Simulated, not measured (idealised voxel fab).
process module | voxel wiring stack
cross-section cut | 300 nm wide | cells 5 nm
A cross-section is a grid of square cells, given in bands from the top down. A band is one or more rows of cells.
Each band's line starts with the height of the band's top and of its bottom, in nm. Then come its materials from left to right, each with its width in nm. One material with "throughout" fills the band from edge to edge. "air" is empty space.
Height 0 is the level under which the wafer as received is all one material. The lowest band goes on downwards, as in "0 down".
A width such as "30 to 40" changes by the same amount from each row of cells to the next, from the band's top row to its bottom row.
"no change" after a step means that no cell of the cross-section changed.
closed voids: empty space of 8 cells or more with no open way to the top, each as width x height at its distance from the left edge, in nm
after a step's settings: what the simulator itself notes on the step
overlay nm, on a step with a mask: how far to the right of its planned place the mask lay; to the left if negative
plan
1 op RECEIVE | material Si
2 op CONFORMAL_DEP | material SiO2 | thk nm 15
3 op CONFORMAL_DEP | material SiN | thk nm 5
4 op DIRECTIONAL_DEP | material lowk | thk nm 25
5 op DIRECTIONAL_DEP | material aC | thk nm 10
6 op PATTERN | tone open | mask id METAL_1 | material resist | width nm 30 | pitch nm 55 | thk nm 30 | overlay nm 0
7 op DIRECTIONAL_ETCH | etch materials aC | depth nm 10
8 op STRIP | etch materials resist
9 op DIRECTIONAL_ETCH | etch materials lowk | depth nm 25
10 op DIRECTIONAL_ETCH | etch materials SiN | depth nm 5
11 op STRIP | etch materials aC
12 op CONFORMAL_DEP | material TiN | thk nm 5
13 op FILL_DEP | material Cu | thk nm 5
14 op CMP | height nm 45
15 op CONFORMAL_DEP | material SiCN | thk nm 5
16 op DIRECTIONAL_DEP | material lowk | thk nm 15
17 op MASKED_ETCH | tone open | mask id PLUG_1 | width nm 15 | pitch nm 55 | etch materials lowk | depth nm 15 | overlay nm 0
18 op MASKED_ETCH | tone open | mask id PLUG_1 | width nm 15 | pitch nm 55 | etch materials SiCN | depth nm 5 | overlay nm 0
19 op EPI | material Ru | thk nm 10
20 op EPI | material Ru | thk nm 10
21 op DIRECTIONAL_DEP | material TiN | thk nm 5
22 op DIRECTIONAL_DEP | material Ru | thk nm 15
23 op DIRECTIONAL_DEP | material aC | thk nm 15
24 op PATTERN | tone cover | mask id METAL_2 | material resist | width nm 30 | pitch nm 55 | thk nm 35 | overlay nm 0
25 op DIRECTIONAL_ETCH | etch materials aC | depth nm 15
26 op STRIP | etch materials resist
27 op DIRECTIONAL_ETCH | etch materials Ru | depth nm 15
28 op DIRECTIONAL_ETCH | etch materials TiN | depth nm 5
29 op STRIP | etch materials aC
30 op CONFORMAL_DEP | material SiCN | thk nm 5
31 op FILL_DEP | material SiO2 | thk nm 5
32 op CMP | height nm 85
33 op CONFORMAL_DEP | material SiCN | thk nm 5
34 op DIRECTIONAL_DEP | material SiO2 | thk nm 20
35 op PATTERN | tone open | mask id PLUG_2 | material resist | width nm 15 | pitch nm 55 | thk nm 15 | overlay nm 0
36 op DIRECTIONAL_ETCH | etch materials SiO2 | depth nm 20
37 op DIRECTIONAL_ETCH | etch materials SiCN | depth nm 5
38 op STRIP | etch materials resist
39 op CONFORMAL_DEP | material TiN | thk nm 5
40 op FILL_DEP | material Ru | thk nm 10
41 op CMP | height nm 110
42 op CONFORMAL_DEP | material SiCN | thk nm 5
43 op DIRECTIONAL_DEP | material lowk | thk nm 20
44 op PATTERN | tone open | mask id METAL_3 | material resist | width nm 30 | pitch nm 55 | thk nm 15 | overlay nm 0
45 op DIRECTIONAL_ETCH | etch materials lowk | depth nm 20
46 op DIRECTIONAL_ETCH | etch materials SiCN | depth nm 5
47 op STRIP | etch materials resist
48 op CONFORMAL_DEP | material TiN | thk nm 5
49 op FILL_DEP | material Ru | thk nm 5
50 op CMP | height nm 135
51 op CONFORMAL_DEP | material SiCN | thk nm 5
52 op DIRECTIONAL_DEP | material SiO2 | thk nm 20
53 op DIRECTIONAL_DEP | material aC | thk nm 10
54 op PATTERN | tone open | mask id PLUG_3 | material resist | width nm 15 | pitch nm 55 | thk nm 25 | overlay nm 0
55 op DIRECTIONAL_ETCH | etch materials aC | depth nm 10
56 op STRIP | etch materials resist
57 op DIRECTIONAL_ETCH | etch materials SiO2 | depth nm 20
58 op DIRECTIONAL_ETCH | etch materials SiCN | depth nm 5
59 op STRIP | etch materials aC
60 op CONFORMAL_DEP | material TiN | thk nm 5
61 op FILL_DEP | material W | thk nm 5
62 op CMP | height nm 160
63 op CONFORMAL_DEP | material SiCN | thk nm 5
64 op DIRECTIONAL_DEP | material SiO2 | thk nm 15
65 op MASKED_ETCH | tone open | mask id METAL_4 | width nm 30 | pitch nm 55 | etch materials SiO2 | depth nm 15 | overlay nm 0
66 op MASKED_ETCH | tone open | mask id METAL_4 | width nm 30 | pitch nm 55 | etch materials SiCN | depth nm 5 | overlay nm 0
67 op CONFORMAL_DEP | material TiN | thk nm 5
68 op FILL_DEP | material Ru | thk nm 5
69 op CMP | height nm 180
70 op EPI | material Ru | thk nm 5
71 op FILL_DEP | material SiCN | thk nm 5
first wafer, as planned
as received, after step 1
  0 down: Si throughout
  closed voids: none
after step 2
  15 to 0: SiO2 throughout
  below 0: unchanged
after step 3
  20 to 15: SiN throughout
  below 15: unchanged
after step 4
  45 to 20: lowk throughout
  below 20: unchanged
after step 5
  55 to 45: aC throughout
  below 45: unchanged
after step 6
  85 to 55: resist 80 | air 30 | resist 25 | air 30 | resist 25 | air 30 | resist 80
  below 55: unchanged
after step 7
  75 to 55: resist 80 | air 30 | resist 25 | air 30 | resist 25 | air 30 | resist 80
  55 to 45: aC 80 | air 30 | aC 25 | air 30 | aC 25 | air 30 | aC 80
  below 45: unchanged
after step 8
  55 to 45: aC 80 | air 30 | aC 25 | air 30 | aC 25 | air 30 | aC 80
  below 45: unchanged
after step 9
  55 to 45: aC 80 | air 30 | aC 25 | air 30 | aC 25 | air 30 | aC 80
  45 to 20: lowk 80 | air 30 | lowk 25 | air 30 | lowk 25 | air 30 | lowk 80
  below 20: unchanged
after step 10
  55 to 45: aC 80 | air 30 | aC 25 | air 30 | aC 25 | air 30 | aC 80
  45 to 20: lowk 80 | air 30 | lowk 25 | air 30 | lowk 25 | air 30 | lowk 80
  20 to 15: SiN 80 | air 30 | SiN 25 | air 30 | SiN 25 | air 30 | SiN 80
  below 15: unchanged
after step 11
  45 to 20: lowk 80 | air 30 | lowk 25 | air 30 | lowk 25 | air 30 | lowk 80
  below 20: unchanged
after step 12
  50 to 45: TiN 85 | air 20 | TiN 35 | air 20 | TiN 35 | air 20 | TiN 85
  45 to 20: lowk 80 | TiN 5 | air 20 | TiN 5 | lowk 25 | TiN 5 | air 20 | TiN 5 | lowk 25 | TiN 5 | air 20 | TiN 5 | lowk 80
  20 to 15: SiN 80 | TiN 30 | SiN 25 | TiN 30 | SiN 25 | TiN 30 | SiN 80
  below 15: unchanged
after step 13
  55 to 50: Cu throughout
  50 to 45: TiN 85 | Cu 20 | TiN 35 | Cu 20 | TiN 35 | Cu 20 | TiN 85
  45 to 20: lowk 80 | TiN 5 | Cu 20 | TiN 5 | lowk 25 | TiN 5 | Cu 20 | TiN 5 | lowk 25 | TiN 5 | Cu 20 | TiN 5 | lowk 80
  below 20: unchanged
after step 14
  45 to 20: lowk 80 | TiN 5 | Cu 20 | TiN 5 | lowk 25 | TiN 5 | Cu 20 | TiN 5 | lowk 25 | TiN 5 | Cu 20 | TiN 5 | lowk 80
  below 20: unchanged
after step 15
  50 to 45: SiCN throughout
  below 45: unchanged
after step 16
  65 to 50: lowk throughout
  below 50: unchanged
after step 17
  65 to 50: lowk 80 | air 15 | lowk 40 | air 15 | lowk 40 | air 15 | lowk 95
  below 50: unchanged
after step 18
  65 to 50: lowk 80 | air 15 | lowk 40 | air 15 | lowk 40 | air 15 | lowk 95
  50 to 45: SiCN 80 | air 15 | SiCN 40 | air 15 | SiCN 40 | air 15 | SiCN 95
  below 45: unchanged
after step 19
  65 to 55: lowk 80 | air 15 | lowk 40 | air 15 | lowk 40 | air 15 | lowk 95
  55 to 50: lowk 80 | Ru 15 | lowk 40 | Ru 15 | lowk 40 | Ru 15 | lowk 95
  50 to 45: SiCN 80 | Ru 15 | SiCN 40 | Ru 15 | SiCN 40 | Ru 15 | SiCN 95
  below 45: unchanged
after step 20
  65 to 50: lowk 80 | Ru 15 | lowk 40 | Ru 15 | lowk 40 | Ru 15 | lowk 95
  below 50: unchanged
after step 21
  70 to 65: TiN throughout
  below 65: unchanged
after step 22
  85 to 70: Ru throughout
  below 70: unchanged
after step 23
  100 to 85: aC throughout
  below 85: unchanged
after step 24
  135 to 100: air 80 | resist 30 | air 25 | resist 30 | air 25 | resist 30 | air 80
  below 100: unchanged
after step 25
  120 to 100: air 80 | resist 30 | air 25 | resist 30 | air 25 | resist 30 | air 80
  100 to 85: air 80 | aC 30 | air 25 | aC 30 | air 25 | aC 30 | air 80
  below 85: unchanged
after step 26
  100 to 85: air 80 | aC 30 | air 25 | aC 30 | air 25 | aC 30 | air 80
  below 85: unchanged
after step 27
  100 to 85: air 80 | aC 30 | air 25 | aC 30 | air 25 | aC 30 | air 80
  85 to 70: air 80 | Ru 30 | air 25 | Ru 30 | air 25 | Ru 30 | air 80
  below 70: unchanged
after step 28
  100 to 85: air 80 | aC 30 | air 25 | aC 30 | air 25 | aC 30 | air 80
  85 to 70: air 80 | Ru 30 | air 25 | Ru 30 | air 25 | Ru 30 | air 80
  70 to 65: air 80 | TiN 30 | air 25 | TiN 30 | air 25 | TiN 30 | air 80
  below 65: unchanged
after step 29
  85 to 70: air 80 | Ru 30 | air 25 | Ru 30 | air 25 | Ru 30 | air 80
  below 70: unchanged
after step 30
  90 to 85: air 75 | SiCN 40 | air 15 | SiCN 40 | air 15 | SiCN 40 | air 75
  85 to 70: air 75 | SiCN 5 | Ru 30 | SiCN 5 | air 15 | SiCN 5 | Ru 30 | SiCN 5 | air 15 | SiCN 5 | Ru 30 | SiCN 5 | air 75
  70 to 65: SiCN 80 | TiN 30 | SiCN 25 | TiN 30 | SiCN 25 | TiN 30 | SiCN 80
  below 65: unchanged
after step 31
  95 to 90: SiO2 throughout
  90 to 85: SiO2 75 | SiCN 40 | SiO2 15 | SiCN 40 | SiO2 15 | SiCN 40 | SiO2 75
  85 to 70: SiO2 75 | SiCN 5 | Ru 30 | SiCN 5 | SiO2 15 | SiCN 5 | Ru 30 | SiCN 5 | SiO2 15 | SiCN 5 | Ru 30 | SiCN 5 | SiO2 75
  below 70: unchanged
after step 32
  85 to 70: SiO2 75 | SiCN 5 | Ru 30 | SiCN 5 | SiO2 15 | SiCN 5 | Ru 30 | SiCN 5 | SiO2 15 | SiCN 5 | Ru 30 | SiCN 5 | SiO2 75
  below 70: unchanged
after step 33
  90 to 85: SiCN throughout
  below 85: unchanged
after step 34
  110 to 90: SiO2 throughout
  below 90: unchanged
after step 35
  125 to 110: resist 80 | air 15 | resist 40 | air 15 | resist 40 | air 15 | resist 95
  below 110: unchanged
after step 36
  125 to 110: resist 80 | air 15 | resist 40 | air 15 | resist 40 | air 15 | resist 95
  110 to 90: SiO2 80 | air 15 | SiO2 40 | air 15 | SiO2 40 | air 15 | SiO2 95
  below 90: unchanged
after step 37
  125 to 110: resist 80 | air 15 | resist 40 | air 15 | resist 40 | air 15 | resist 95
  110 to 90: SiO2 80 | air 15 | SiO2 40 | air 15 | SiO2 40 | air 15 | SiO2 95
  90 to 85: SiCN 80 | air 15 | SiCN 40 | air 15 | SiCN 40 | air 15 | SiCN 95
  below 85: unchanged
after step 38
  110 to 90: SiO2 80 | air 15 | SiO2 40 | air 15 | SiO2 40 | air 15 | SiO2 95
  below 90: unchanged
after step 39
  115 to 110: TiN 85 | air 5 | TiN 50 | air 5 | TiN 50 | air 5 | TiN 100
  110 to 90: SiO2 80 | TiN 5 | air 5 | TiN 5 | SiO2 40 | TiN 5 | air 5 | TiN 5 | SiO2 40 | TiN 5 | air 5 | TiN 5 | SiO2 95
  90 to 85: SiCN 80 | TiN 15 | SiCN 40 | TiN 15 | SiCN 40 | TiN 15 | SiCN 95
  below 85: unchanged
after step 40
  125 to 115: Ru throughout
  115 to 110: TiN 85 | Ru 5 | TiN 50 | Ru 5 | TiN 50 | Ru 5 | TiN 100
  110 to 90: SiO2 80 | TiN 5 | Ru 5 | TiN 5 | SiO2 40 | TiN 5 | Ru 5 | TiN 5 | SiO2 40 | TiN 5 | Ru 5 | TiN 5 | SiO2 95
  below 90: unchanged
after step 41
  110 to 90: SiO2 80 | TiN 5 | Ru 5 | TiN 5 | SiO2 40 | TiN 5 | Ru 5 | TiN 5 | SiO2 40 | TiN 5 | Ru 5 | TiN 5 | SiO2 95
  below 90: unchanged
after step 42
  115 to 110: SiCN throughout
  below 110: unchanged
after step 43
  135 to 115: lowk throughout
  below 115: unchanged
after step 44
  150 to 135: resist 80 | air 30 | resist 25 | air 30 | resist 25 | air 30 | resist 80
  below 135: unchanged
after step 45
  150 to 135: resist 80 | air 30 | resist 25 | air 30 | resist 25 | air 30 | resist 80
  135 to 115: lowk 80 | air 30 | lowk 25 | air 30 | lowk 25 | air 30 | lowk 80
  below 115: unchanged
after step 46
  150 to 135: resist 80 | air 30 | resist 25 | air 30 | resist 25 | air 30 | resist 80
  135 to 115: lowk 80 | air 30 | lowk 25 | air 30 | lowk 25 | air 30 | lowk 80
  115 to 110: SiCN 80 | air 30 | SiCN 25 | air 30 | SiCN 25 | air 30 | SiCN 80
  below 110: unchanged
after step 47
  135 to 115: lowk 80 | air 30 | lowk 25 | air 30 | lowk 25 | air 30 | lowk 80
  below 115: unchanged
after step 48
  140 to 135: TiN 85 | air 20 | TiN 35 | air 20 | TiN 35 | air 20 | TiN 85
  135 to 115: lowk 80 | TiN 5 | air 20 | TiN 5 | lowk 25 | TiN 5 | air 20 | TiN 5 | lowk 25 | TiN 5 | air 20 | TiN 5 | lowk 80
  115 to 110: SiCN 80 | TiN 30 | SiCN 25 | TiN 30 | SiCN 25 | TiN 30 | SiCN 80
  below 110: unchanged
after step 49
  145 to 140: Ru throughout
  140 to 135: TiN 85 | Ru 20 | TiN 35 | Ru 20 | TiN 35 | Ru 20 | TiN 85
  135 to 115: lowk 80 | TiN 5 | Ru 20 | TiN 5 | lowk 25 | TiN 5 | Ru 20 | TiN 5 | lowk 25 | TiN 5 | Ru 20 | TiN 5 | lowk 80
  below 115: unchanged
after step 50
  135 to 115: lowk 80 | TiN 5 | Ru 20 | TiN 5 | lowk 25 | TiN 5 | Ru 20 | TiN 5 | lowk 25 | TiN 5 | Ru 20 | TiN 5 | lowk 80
  below 115: unchanged
after step 51
  140 to 135: SiCN throughout
  below 135: unchanged
after step 52
  160 to 140: SiO2 throughout
  below 140: unchanged
after step 53
  170 to 160: aC throughout
  below 160: unchanged
after step 54
  195 to 170: resist 80 | air 15 | resist 40 | air 15 | resist 40 | air 15 | resist 95
  below 170: unchanged
after step 55
  185 to 170: resist 80 | air 15 | resist 40 | air 15 | resist 40 | air 15 | resist 95
  170 to 160: aC 80 | air 15 | aC 40 | air 15 | aC 40 | air 15 | aC 95
  below 160: unchanged
after step 56
  170 to 160: aC 80 | air 15 | aC 40 | air 15 | aC 40 | air 15 | aC 95
  below 160: unchanged
after step 57
  170 to 160: aC 80 | air 15 | aC 40 | air 15 | aC 40 | air 15 | aC 95
  160 to 140: SiO2 80 | air 15 | SiO2 40 | air 15 | SiO2 40 | air 15 | SiO2 95
  below 140: unchanged
after step 58
  170 to 160: aC 80 | air 15 | aC 40 | air 15 | aC 40 | air 15 | aC 95
  160 to 140: SiO2 80 | air 15 | SiO2 40 | air 15 | SiO2 40 | air 15 | SiO2 95
  140 to 135: SiCN 80 | air 15 | SiCN 40 | air 15 | SiCN 40 | air 15 | SiCN 95
  below 135: unchanged
after step 59
  160 to 140: SiO2 80 | air 15 | SiO2 40 | air 15 | SiO2 40 | air 15 | SiO2 95
  below 140: unchanged
after step 60
  165 to 160: TiN 85 | air 5 | TiN 50 | air 5 | TiN 50 | air 5 | TiN 100
  160 to 140: SiO2 80 | TiN 5 | air 5 | TiN 5 | SiO2 40 | TiN 5 | air 5 | TiN 5 | SiO2 40 | TiN 5 | air 5 | TiN 5 | SiO2 95
  140 to 135: SiCN 80 | TiN 15 | SiCN 40 | TiN 15 | SiCN 40 | TiN 15 | SiCN 95
  below 135: unchanged
after step 61
  170 to 165: W throughout
  165 to 160: TiN 85 | W 5 | TiN 50 | W 5 | TiN 50 | W 5 | TiN 100
  160 to 140: SiO2 80 | TiN 5 | W 5 | TiN 5 | SiO2 40 | TiN 5 | W 5 | TiN 5 | SiO2 40 | TiN 5 | W 5 | TiN 5 | SiO2 95
  below 140: unchanged
after step 62
  160 to 140: SiO2 80 | TiN 5 | W 5 | TiN 5 | SiO2 40 | TiN 5 | W 5 | TiN 5 | SiO2 40 | TiN 5 | W 5 | TiN 5 | SiO2 95
  below 140: unchanged
after step 63
  165 to 160: SiCN throughout
  below 160: unchanged
after step 64
  180 to 165: SiO2 throughout
  below 165: unchanged
after step 65
  180 to 165: SiO2 80 | air 30 | SiO2 25 | air 30 | SiO2 25 | air 30 | SiO2 80
  below 165: unchanged
after step 66
  180 to 165: SiO2 80 | air 30 | SiO2 25 | air 30 | SiO2 25 | air 30 | SiO2 80
  165 to 160: SiCN 80 | air 30 | SiCN 25 | air 30 | SiCN 25 | air 30 | SiCN 80
  below 160: unchanged
after step 67
  185 to 180: TiN 85 | air 20 | TiN 35 | air 20 | TiN 35 | air 20 | TiN 85
  180 to 165: SiO2 80 | TiN 5 | air 20 | TiN 5 | SiO2 25 | TiN 5 | air 20 | TiN 5 | SiO2 25 | TiN 5 | air 20 | TiN 5 | SiO2 80
  165 to 160: SiCN 80 | TiN 30 | SiCN 25 | TiN 30 | SiCN 25 | TiN 30 | SiCN 80
  below 160: unchanged
after step 68
  190 to 185: Ru throughout
  185 to 180: TiN 85 | Ru 20 | TiN 35 | Ru 20 | TiN 35 | Ru 20 | TiN 85
  180 to 165: SiO2 80 | TiN 5 | Ru 20 | TiN 5 | SiO2 25 | TiN 5 | Ru 20 | TiN 5 | SiO2 25 | TiN 5 | Ru 20 | TiN 5 | SiO2 80
  below 165: unchanged
after step 69
  180 to 165: SiO2 80 | TiN 5 | Ru 20 | TiN 5 | SiO2 25 | TiN 5 | Ru 20 | TiN 5 | SiO2 25 | TiN 5 | Ru 20 | TiN 5 | SiO2 80
  below 165: unchanged
after step 70
  185 to 180: air 75 | Ru 40 | air 15 | Ru 40 | air 15 | Ru 40 | air 75
  below 180: unchanged
after step 71
  190 to 185: SiCN throughout
  185 to 180: SiCN 75 | Ru 40 | SiCN 15 | Ru 40 | SiCN 15 | Ru 40 | SiCN 75
  below 180: unchanged
second wafer: like start, like plan, one mistake. Through step 34 it matches the first wafer
when step 35 should have ended
  125 to 110: resist 90 | air 15 | resist 40 | air 15 | resist 40 | air 15 | resist 85
  below 110: unchanged
when step 36 should have ended
  125 to 110: resist 90 | air 15 | resist 40 | air 15 | resist 40 | air 15 | resist 85
  110 to 90: SiO2 90 | air 15 | SiO2 40 | air 15 | SiO2 40 | air 15 | SiO2 85
  below 90: unchanged
when step 37 should have ended
  125 to 110: resist 90 | air 15 | resist 40 | air 15 | resist 40 | air 15 | resist 85
  110 to 90: SiO2 90 | air 15 | SiO2 40 | air 15 | SiO2 40 | air 15 | SiO2 85
  90 to 85: SiCN 90 | air 15 | SiCN 40 | air 15 | SiCN 40 | air 15 | SiCN 85
  below 85: unchanged
when step 38 should have ended
  110 to 90: SiO2 90 | air 15 | SiO2 40 | air 15 | SiO2 40 | air 15 | SiO2 85
  below 90: unchanged
when step 39 should have ended
  115 to 110: TiN 95 | air 5 | TiN 50 | air 5 | TiN 50 | air 5 | TiN 90
  110 to 90: SiO2 90 | TiN 5 | air 5 | TiN 5 | SiO2 40 | TiN 5 | air 5 | TiN 5 | SiO2 40 | TiN 5 | air 5 | TiN 5 | SiO2 85
  90 to 85: SiCN 90 | TiN 15 | SiCN 40 | TiN 15 | SiCN 40 | TiN 15 | SiCN 85
  below 85: unchanged
when step 40 should have ended
  125 to 115: Ru throughout
  115 to 110: TiN 95 | Ru 5 | TiN 50 | Ru 5 | TiN 50 | Ru 5 | TiN 90
  110 to 90: SiO2 90 | TiN 5 | Ru 5 | TiN 5 | SiO2 40 | TiN 5 | Ru 5 | TiN 5 | SiO2 40 | TiN 5 | Ru 5 | TiN 5 | SiO2 85
  below 90: unchanged
when step 41 should have ended
  110 to 90: SiO2 90 | TiN 5 | Ru 5 | TiN 5 | SiO2 40 | TiN 5 | Ru 5 | TiN 5 | SiO2 40 | TiN 5 | Ru 5 | TiN 5 | SiO2 85
  below 90: unchanged
when step 42 should have ended
  115 to 110: SiCN throughout
  below 110: unchanged
when step 43 should have ended
  135 to 115: lowk throughout
  below 115: unchanged
when step 44 should have ended
  150 to 135: resist 80 | air 30 | resist 25 | air 30 | resist 25 | air 30 | resist 80
  below 135: unchanged
when step 45 should have ended
  150 to 135: resist 80 | air 30 | resist 25 | air 30 | resist 25 | air 30 | resist 80
  135 to 115: lowk 80 | air 30 | lowk 25 | air 30 | lowk 25 | air 30 | lowk 80
  below 115: unchanged
when step 46 should have ended
  150 to 135: resist 80 | air 30 | resist 25 | air 30 | resist 25 | air 30 | resist 80
  135 to 115: lowk 80 | air 30 | lowk 25 | air 30 | lowk 25 | air 30 | lowk 80
  115 to 110: SiCN 80 | air 30 | SiCN 25 | air 30 | SiCN 25 | air 30 | SiCN 80
  below 110: unchanged
when step 47 should have ended
  135 to 115: lowk 80 | air 30 | lowk 25 | air 30 | lowk 25 | air 30 | lowk 80
  below 115: unchanged
when step 48 should have ended
  140 to 135: TiN 85 | air 20 | TiN 35 | air 20 | TiN 35 | air 20 | TiN 85
  135 to 115: lowk 80 | TiN 5 | air 20 | TiN 5 | lowk 25 | TiN 5 | air 20 | TiN 5 | lowk 25 | TiN 5 | air 20 | TiN 5 | lowk 80
  115 to 110: SiCN 80 | TiN 30 | SiCN 25 | TiN 30 | SiCN 25 | TiN 30 | SiCN 80
  below 110: unchanged
when step 49 should have ended
  145 to 140: Ru throughout
  140 to 135: TiN 85 | Ru 20 | TiN 35 | Ru 20 | TiN 35 | Ru 20 | TiN 85
  135 to 115: lowk 80 | TiN 5 | Ru 20 | TiN 5 | lowk 25 | TiN 5 | Ru 20 | TiN 5 | lowk 25 | TiN 5 | Ru 20 | TiN 5 | lowk 80
  below 115: unchanged
when step 50 should have ended
  135 to 115: lowk 80 | TiN 5 | Ru 20 | TiN 5 | lowk 25 | TiN 5 | Ru 20 | TiN 5 | lowk 25 | TiN 5 | Ru 20 | TiN 5 | lowk 80
  below 115: unchanged
when step 51 should have ended
  140 to 135: SiCN throughout
  below 135: unchanged
when step 52 should have ended
  160 to 140: SiO2 throughout
  below 140: unchanged
when step 53 should have ended
  170 to 160: aC throughout
  below 160: unchanged
when step 54 should have ended
  195 to 170: resist 80 | air 15 | resist 40 | air 15 | resist 40 | air 15 | resist 95
  below 170: unchanged
when step 55 should have ended
  185 to 170: resist 80 | air 15 | resist 40 | air 15 | resist 40 | air 15 | resist 95
  170 to 160: aC 80 | air 15 | aC 40 | air 15 | aC 40 | air 15 | aC 95
  below 160: unchanged
when step 56 should have ended
  170 to 160: aC 80 | air 15 | aC 40 | air 15 | aC 40 | air 15 | aC 95
  below 160: unchanged
when step 57 should have ended
  170 to 160: aC 80 | air 15 | aC 40 | air 15 | aC 40 | air 15 | aC 95
  160 to 140: SiO2 80 | air 15 | SiO2 40 | air 15 | SiO2 40 | air 15 | SiO2 95
  below 140: unchanged
when step 58 should have ended
  170 to 160: aC 80 | air 15 | aC 40 | air 15 | aC 40 | air 15 | aC 95
  160 to 140: SiO2 80 | air 15 | SiO2 40 | air 15 | SiO2 40 | air 15 | SiO2 95
  140 to 135: SiCN 80 | air 15 | SiCN 40 | air 15 | SiCN 40 | air 15 | SiCN 95
  below 135: unchanged
when step 59 should have ended
  160 to 140: SiO2 80 | air 15 | SiO2 40 | air 15 | SiO2 40 | air 15 | SiO2 95
  below 140: unchanged
when step 60 should have ended
  165 to 160: TiN 85 | air 5 | TiN 50 | air 5 | TiN 50 | air 5 | TiN 100
  160 to 140: SiO2 80 | TiN 5 | air 5 | TiN 5 | SiO2 40 | TiN 5 | air 5 | TiN 5 | SiO2 40 | TiN 5 | air 5 | TiN 5 | SiO2 95
  140 to 135: SiCN 80 | TiN 15 | SiCN 40 | TiN 15 | SiCN 40 | TiN 15 | SiCN 95
  below 135: unchanged
when step 61 should have ended
  170 to 165: W throughout
  165 to 160: TiN 85 | W 5 | TiN 50 | W 5 | TiN 50 | W 5 | TiN 100
  160 to 140: SiO2 80 | TiN 5 | W 5 | TiN 5 | SiO2 40 | TiN 5 | W 5 | TiN 5 | SiO2 40 | TiN 5 | W 5 | TiN 5 | SiO2 95
  below 140: unchanged
when step 62 should have ended
  160 to 140: SiO2 80 | TiN 5 | W 5 | TiN 5 | SiO2 40 | TiN 5 | W 5 | TiN 5 | SiO2 40 | TiN 5 | W 5 | TiN 5 | SiO2 95
  below 140: unchanged
when step 63 should have ended
  165 to 160: SiCN throughout
  below 160: unchanged
when step 64 should have ended
  180 to 165: SiO2 throughout
  below 165: unchanged
when step 65 should have ended
  180 to 165: SiO2 80 | air 30 | SiO2 25 | air 30 | SiO2 25 | air 30 | SiO2 80
  below 165: unchanged
when step 66 should have ended
  180 to 165: SiO2 80 | air 30 | SiO2 25 | air 30 | SiO2 25 | air 30 | SiO2 80
  165 to 160: SiCN 80 | air 30 | SiCN 25 | air 30 | SiCN 25 | air 30 | SiCN 80
  below 160: unchanged
when step 67 should have ended
  185 to 180: TiN 85 | air 20 | TiN 35 | air 20 | TiN 35 | air 20 | TiN 85
  180 to 165: SiO2 80 | TiN 5 | air 20 | TiN 5 | SiO2 25 | TiN 5 | air 20 | TiN 5 | SiO2 25 | TiN 5 | air 20 | TiN 5 | SiO2 80
  165 to 160: SiCN 80 | TiN 30 | SiCN 25 | TiN 30 | SiCN 25 | TiN 30 | SiCN 80
  below 160: unchanged
when step 68 should have ended
  190 to 185: Ru throughout
  185 to 180: TiN 85 | Ru 20 | TiN 35 | Ru 20 | TiN 35 | Ru 20 | TiN 85
  180 to 165: SiO2 80 | TiN 5 | Ru 20 | TiN 5 | SiO2 25 | TiN 5 | Ru 20 | TiN 5 | SiO2 25 | TiN 5 | Ru 20 | TiN 5 | SiO2 80
  below 165: unchanged
when step 69 should have ended
  180 to 165: SiO2 80 | TiN 5 | Ru 20 | TiN 5 | SiO2 25 | TiN 5 | Ru 20 | TiN 5 | SiO2 25 | TiN 5 | Ru 20 | TiN 5 | SiO2 80
  below 165: unchanged
when step 70 should have ended
  185 to 180: air 75 | Ru 40 | air 15 | Ru 40 | air 15 | Ru 40 | air 75
  below 180: unchanged
when step 71 should have ended
  190 to 185: SiCN throughout
  185 to 180: SiCN 75 | Ru 40 | SiCN 15 | Ru 40 | SiCN 15 | Ru 40 | SiCN 75
  below 180: unchanged
what went wrong: step 35 ran as: op PATTERN | tone open | mask id PLUG_2 | material resist | width nm 15 | pitch nm 55 | thk nm 15 | overlay nm 10
at the end the second wafer has, in cells: as many of each material as the first, in other places
